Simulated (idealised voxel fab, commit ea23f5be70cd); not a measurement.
process module | voxel wiring stack
cross-section cut | 250 nm wide | cells 5 nm
A cross-section is a grid of square cells, given in bands from the top down. A band is one or more rows of cells.
Each band's line starts with the height of the band's top and of its bottom, in nm. Then come its materials from left to right, each with its width in nm. One material with "throughout" fills the band from edge to edge. "air" is empty space.
Height 0 is the level under which the wafer as received is all one material. The lowest band goes on downwards, as in "0 down".
A width such as "30 to 40" changes by the same amount from each row of cells to the next, from the band's top row to its bottom row.
"no change" after a step means that no cell of the cross-section changed.
closed voids: empty space of 8 cells or more with no open way to the top, each as width x height at its distance from the left edge, in nm
after a step's settings: what the simulator itself notes on the step
overlay nm, on a step with a mask: how far to the right of its planned place the mask lay; to the left if negative
plan
1 op RECEIVE | material Si
2 op CONFORMAL_DEP | material SiO2 | thk nm 10
3 op DIRECTIONAL_DEP | material TiN | thk nm 5
4 op DIRECTIONAL_DEP | material W | thk nm 25
5 op PATTERN | tone cover | mask id METAL_1 | material resist | width nm 30 | pitch nm 55 | thk nm 20 | overlay nm 0
6 op DIRECTIONAL_ETCH | etch materials W | depth nm 25
7 op DIRECTIONAL_ETCH | etch materials TiN | depth nm 5
8 op STRIP | etch materials resist
9 op CONFORMAL_DEP | material SiN | thk nm 5
10 op FILL_DEP | material SiO2 | thk nm 10
11 op CMP | height nm 40
12 op CONFORMAL_DEP | material SiCN | thk nm 5
13 op DIRECTIONAL_DEP | material SiO2 | thk nm 30
14 op PATTERN | tone open | mask id METAL_2_HOLES | material resist | width nm 15 | pitch nm 55 | thk nm 20 | overlay nm 0
15 op DIRECTIONAL_ETCH | etch materials SiO2 | depth nm 30
16 op STRIP | etch materials resist
17 op PATTERN | tone open | mask id METAL_2 | material resist | width nm 30 | pitch nm 55 | thk nm 20 | overlay nm 0
18 op DIRECTIONAL_ETCH | etch materials SiO2 | depth nm 20
19 op DIRECTIONAL_ETCH | etch materials SiCN | depth nm 5
20 op STRIP | etch materials resist
21 op CONFORMAL_DEP | material TiN | thk nm 5
22 op FILL_DEP | material Ru | thk nm 5
23 op CMP | height nm 75
24 op CONFORMAL_DEP | material SiCN | thk nm 5
25 op DIRECTIONAL_DEP | material SiO2 | thk nm 35
26 op MASKED_ETCH | tone open | mask id METAL_3_HOLES | width nm 15 | pitch nm 55 | etch materials SiO2 | depth nm 35 | overlay nm 0
27 op MASKED_ETCH | tone open | mask id METAL_3 | width nm 30 | pitch nm 55 | etch materials SiO2 | depth nm 20 | overlay nm 0
28 op MASKED_ETCH | tone open | mask id METAL_3 | width nm 30 | pitch nm 55 | etch materials SiCN | depth nm 5 | overlay nm 0
29 op CONFORMAL_DEP | material TiN | thk nm 5
30 op FILL_DEP | material Cu | thk nm 10
31 op CMP | height nm 115
32 op CONFORMAL_DEP | material SiCN | thk nm 5
as received, after step 1
  0 down: Si throughout
  closed voids: none
a wafer at the end: this start, this plan, one mistake
  120 to 115: SiCN throughout
  115 to 100: SiO2 80 | TiN 5 | Cu 20 | TiN 5 | SiO2 25 | TiN 5 | Cu 20 | TiN 5 | SiO2 85
  100 to 95: SiO2 80 | TiN 5 | Cu 5 | TiN 20 | SiO2 25 | TiN 5 | Cu 5 | TiN 20 | SiO2 85
  95 to 80: SiO2 80 | TiN 5 | Cu 5 | TiN 5 | SiO2 40 | TiN 5 | Cu 5 | TiN 5 | SiO2 100
  80 to 70: SiCN 80 | TiN 15 to 30 | SiCN 40 to 25 | TiN 15 to 30 | SiCN 100 to 85
  70 to 40: SiO2 throughout
  40 to 15: SiO2 75 | SiN 5 | W 30 | SiN 5 | SiO2 15 | SiN 5 | W 30 | SiN 5 | SiO2 80
  15 to 10: SiN 80 | TiN 30 | SiN 25 | TiN 30 | SiN 85
  10 to 0: SiO2 throughout
  0 down: Si throughout
  closed voids: none
what went wrong: steps 12 and 13 were swapped
